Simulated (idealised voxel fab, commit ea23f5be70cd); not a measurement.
Documented hereafter: the process module known as voxel air gaps.
The figure presents cross-section cut, which has a width of 280 nm and is divided into square cells with an edge length of 5 nm.
Heads up, the way a cross-section reads in here is a grid of square cells, handed over as bands from the top down, with every band being one or more rows of cells. Heights first: top, then bottom, in nm. Then materials, left to right, each with a width in nm. "everywhere" on a single material: fills the band edge to edge. "empty": empty space. Heads up on the height convention: 0 is the point under which the incoming wafer is all one material, and the lowest band has no bottom, it just keeps going down, like "0 nm and below". Note: "30 to 40" means the width goes from the first number (top row of the band) to the second number (bottom row) in equal steps per row of cells. Key: "everything unchanged" - step with no changed cell in the cross-section. The entry titled "Sealed internal voids" provides the empty spaces that have no open way to the top, restricted to those of 8 cells or more. Each is presented as width x height at distance, the distance being measured from the left edge, with all three in nm. The remark found on a step's line after its settings is issued by the simulator itself and pertains to that step. overlay nm: on a step with a mask, how far right of its planned place the mask lay; negative means left.

List of planned process steps
| 1 | RECEIVE, material Si |
| 2 | CONFORMAL_DEP, material SiO2, thk nm 10 |
| 3 | CONFORMAL_DEP, material SiCN, thk nm 5 |
| 4 | DIRECTIONAL_DEP, material lowk, thk nm 20 |
| 5 | PATTERN, tone open, mask id LINES, material resist, width nm 20, pitch nm 45, thk nm 15, overlay nm 0 |
| 6 | DIRECTIONAL_ETCH, etch materials lowk, depth nm 30 |
| 7 | STRIP, etch materials resist |
| 8 | CONFORMAL_DEP, material TiN, thk nm 5 |
| 9 | FILL_DEP, material Cu, thk nm 5 |
| 10 | CMP, height nm 45 |
| 11 | EPI, material Ru, thk nm 10 |
| 12 | SELECTIVE_ETCH, etch materials lowk, depth nm 40 |
| 13 | CONFORMAL_DEP, material SiCN, thk nm 5 |
Wafers differ in thk nm at step 4; plan lists the first wafer's value; identical starting state.

Received wafers, first of several: cross-section after step 1
> 0 nm and below: Si everywhere
> Sealed internal voids: none

Every row in this table is a wafer at the end of the module, and it gives, for each of the materials, the cells that wafer has gained (+) or lost (-) since it was received, then its closed voids
thk nm 20; +88 Cu; +112 Ru; +112 SiCN; +112 SiO2; +88 TiN; +160 lowk; Sealed internal voids: none
thk nm 25; +40 Cu; +112 Ru; +112 SiCN; +112 SiO2; +96 TiN; +200 lowk; Sealed internal voids: none
thk nm 30; +40 Cu; +64 Ru; +196 SiCN; +112 SiO2; +56 TiN; Sealed internal voids: 15 x 20 at 85; 15 x 20 at 130; 15 x 20 at 175
